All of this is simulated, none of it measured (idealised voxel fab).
The following process module bears the name voxel gate over fins.
Xsec cut, 205 nm wide, square cell size 5 nm.
When this document writes out a cross-section, it uses a grid of square cells and lists it as bands, beginning at the top and moving down, with a band standing for one or more rows of cells.
Band: top and bottom heights (nm) first, top before bottom; then materials from left to right, widths in nm. "full width" marks a sole material filling the band edge to edge. "blank" denotes empty space.
Basically, 0 is our baseline, since under it the wafer straight out of the box is all one material. The bottom band has no lower end and keeps on going down, so it looks like "from 0 down".
A two-number width, for instance "30 to 40", indicates that the width is equal to the first number in the top row of the band and to the second number in the bottom row, and that it changes by a constant amount per row of cells.
Any step labelled "same as before" changed none of the cells in the cross-section.
This entry, "Fully sealed cavities", enumerates those empty regions of no fewer than 8 cells that possess no open connection to the top. Each region is reported in the form width x height at distance, the distance being taken from the left edge, with all three quantities expressed in nm.
That trailing text on a step's line, after the settings, is the simulator's own remark on the step.
Steps that use a mask can have "overlay nm" on their line. It says how far the mask sat to the right of where it was meant to be. Negative means to the left.
Set out below are the planned steps of the process:
- 1: RECEIVE [material Si]
- 2: CONFORMAL_DEP [material SiN] [thk nm 10]
- 3: PATTERN [tone cover] [mask id FINS] [material resist] [width nm 15] [pitch nm 45] [thk nm 20] [overlay nm 0]
- 4: DIRECTIONAL_ETCH [etch materials SiN] [depth nm 10]
- 5: DIRECTIONAL_ETCH [etch materials Si] [depth nm 35]
- 6: STRIP [etch materials resist]
- 7: FILL_DEP [material SiO2] [thk nm 10]
- 8: CMP [height nm 10]
- 9: SELECTIVE_ETCH [etch materials SiO2] [depth nm 20]
- 10: STRIP [etch materials SiN]
- 11: CONFORMAL_DEP [material HfO2] [thk nm 5]
- 12: CONFORMAL_DEP [material TiN] [thk nm 5]
- 13: FILL_DEP [material W] [thk nm 15]
- 14: CMP [height nm 20]
- 15: CONFORMAL_DEP [material SiCN] [thk nm 10]
The first of the two wafers, which ran as planned:
Cross-section of the wafer at receipt, which is the condition after step 1:
- from 0 down | Si full width
- Fully sealed cavities: none
State of the wafer after step 2, shown in cross-section:
- from 10 to 0 | SiN full width
- Everything under 0 stays put, no change at all.
State of the wafer after step 3, shown in cross-section:
- from 30 to 10 | blank (25) | resist (15) | blank (30) | resist (15) | blank (30) | resist (15) | blank (30) | resist (15) | blank (30)
- Everything under 10 stays put, no change at all.
State of the wafer after step 4, shown in cross-section:
- from 30 to 10 | blank (25) | resist (15) | blank (30) | resist (15) | blank (30) | resist (15) | blank (30) | resist (15) | blank (30)
- from 10 to 0 | blank (25) | SiN (15) | blank (30) | SiN (15) | blank (30) | SiN (15) | blank (30) | SiN (15) | blank (30)
- Everything under 0 stays put, no change at all.
State of the wafer after step 5, shown in cross-section:
- from 30 to 10 | blank (25) | resist (15) | blank (30) | resist (15) | blank (30) | resist (15) | blank (30) | resist (15) | blank (30)
- from 10 to 0 | blank (25) | SiN (15) | blank (30) | SiN (15) | blank (30) | SiN (15) | blank (30) | SiN (15) | blank (30)
- from 0 to -35 | blank (25) | Si (15) | blank (30) | Si (15) | blank (30) | Si (15) | blank (30) | Si (15) | blank (30)
- Everything under -35 stays put, no change at all.
State of the wafer after step 6, shown in cross-section:
- from 10 to 0 | blank (25) | SiN (15) | blank (30) | SiN (15) | blank (30) | SiN (15) | blank (30) | SiN (15) | blank (30)
- Everything under 0 stays put, no change at all.
State of the wafer after step 7, shown in cross-section:
- from 20 to 10 | SiO2 full width
- from 10 to 0 | SiO2 (25) | SiN (15) | SiO2 (30) | SiN (15) | SiO2 (30) | SiN (15) | SiO2 (30) | SiN (15) | SiO2 (30)
- from 0 to -35 | SiO2 (25) | Si (15) | SiO2 (30) | Si (15) | SiO2 (30) | Si (15) | SiO2 (30) | Si (15) | SiO2 (30)
- Everything under -35 stays put, no change at all.
State of the wafer after step 8, shown in cross-section:
- from 10 to 0 | SiO2 (25) | SiN (15) | SiO2 (30) | SiN (15) | SiO2 (30) | SiN (15) | SiO2 (30) | SiN (15) | SiO2 (30)
- Everything under 0 stays put, no change at all.
State of the wafer after step 9, shown in cross-section:
- from 10 to 0 | blank (25) | SiN (15) | blank (30) | SiN (15) | blank (30) | SiN (15) | blank (30) | SiN (15) | blank (30)
- from 0 to -10 | blank (25) | Si (15) | blank (30) | Si (15) | blank (30) | Si (15) | blank (30) | Si (15) | blank (30)
- Everything under -10 stays put, no change at all.
State of the wafer after step 10, shown in cross-section:
- from 0 to -10 | blank (25) | Si (15) | blank (30) | Si (15) | blank (30) | Si (15) | blank (30) | Si (15) | blank (30)
- Everything under -10 stays put, no change at all.
State of the wafer after step 11, shown in cross-section:
- from 5 to 0 | blank (20) | HfO2 (25) | blank (20) | HfO2 (25) | blank (20) | HfO2 (25) | blank (20) | HfO2 (25) | blank (25)
- from 0 to -5 | blank (20) | HfO2 (5) | Si (15) | HfO2 (5) | blank (20) | HfO2 (5) | Si (15) | HfO2 (5) | blank (20) | HfO2 (5) | Si (15) | HfO2 (5) | blank (20) | HfO2 (5) | Si (15) | HfO2 (5) | blank (25)
- from -5 to -10 | HfO2 (25) | Si (15) | HfO2 (30) | Si (15) | HfO2 (30) | Si (15) | HfO2 (30) | Si (15) | HfO2 (30)
- Everything under -10 stays put, no change at all.
State of the wafer after step 12, shown in cross-section:
- from 10 to 5 | blank (15) | TiN (35) | blank (10) | TiN (35) | blank (10) | TiN (35) | blank (10) | TiN (35) | blank (20)
- from 5 to 0 | blank (15) | TiN (5) | HfO2 (25) | TiN (5) | blank (10) | TiN (5) | HfO2 (25) | TiN (5) | blank (10) | TiN (5) | HfO2 (25) | TiN (5) | blank (10) | TiN (5) | HfO2 (25) | TiN (5) | blank (20)
- from 0 to -5 | TiN (20) | HfO2 (5) | Si (15) | HfO2 (5) | TiN (20) | HfO2 (5) | Si (15) | HfO2 (5) | TiN (20) | HfO2 (5) | Si (15) | HfO2 (5) | TiN (20) | HfO2 (5) | Si (15) | HfO2 (5) | TiN (25)
- Everything under -5 stays put, no change at all.
State of the wafer after step 13, shown in cross-section:
- from 25 to 10 | W full width
- from 10 to 5 | W (15) | TiN (35) | W (10) | TiN (35) | W (10) | TiN (35) | W (10) | TiN (35) | W (20)
- from 5 to 0 | W (15) | TiN (5) | HfO2 (25) | TiN (5) | W (10) | TiN (5) | HfO2 (25) | TiN (5) | W (10) | TiN (5) | HfO2 (25) | TiN (5) | W (10) | TiN (5) | HfO2 (25) | TiN (5) | W (20)
- Everything under 0 stays put, no change at all.
State of the wafer after step 14, shown in cross-section:
- from 20 to 10 | W full width
- Everything under 10 stays put, no change at all.
State of the wafer after step 15, shown in cross-section:
- from 30 to 20 | SiCN full width
- Everything under 20 stays put, no change at all.
Second wafer, same starting conditions and recipe as the first, one mistake in executing it, nothing differs from the first up to and including step 10:
Cross-sectional representation of the second wafer at the time designated in the plan for the completion of step 11: same as before
Cross-sectional representation of the second wafer at the time designated in the plan for the completion of step 12:
- from 5 to 0 | blank (20) | TiN (25) | blank (20) | TiN (25) | blank (20) | TiN (25) | blank (20) | TiN (25) | blank (25)
- from 0 to -5 | blank (20) | TiN (5) | Si (15) | TiN (5) | blank (20) | TiN (5) | Si (15) | TiN (5) | blank (20) | TiN (5) | Si (15) | TiN (5) | blank (20) | TiN (5) | Si (15) | TiN (5) | blank (25)
- from -5 to -10 | TiN (25) | Si (15) | TiN (30) | Si (15) | TiN (30) | Si (15) | TiN (30) | Si (15) | TiN (30)
- Everything under -10 stays put, no change at all.
Cross-sectional representation of the second wafer at the time designated in the plan for the completion of step 13:
- from 20 to 5 | W full width
- from 5 to 0 | W (20) | TiN (25) | W (20) | TiN (25) | W (20) | TiN (25) | W (20) | TiN (25) | W (25)
- from 0 to -5 | W (20) | TiN (5) | Si (15) | TiN (5) | W (20) | TiN (5) | Si (15) | TiN (5) | W (20) | TiN (5) | Si (15) | TiN (5) | W (20) | TiN (5) | Si (15) | TiN (5) | W (25)
- Everything under -5 stays put, no change at all.
Cross-sectional representation of the second wafer at the time designated in the plan for the completion of step 14: same as before
Cross-sectional representation of the second wafer at the time designated in the plan for the completion of step 15:
- from 30 to 20 | SiCN full width
- Everything under 20 stays put, no change at all.
In executing the process, a mistake was made relative to the plan: not run: step 11 of the plan (skipped)
It is noted that, at the conclusion of processing, the second wafer exhibits a higher or lower cell count for certain materials relative to the first: 57 fewer of HfO2 | 57 more of W
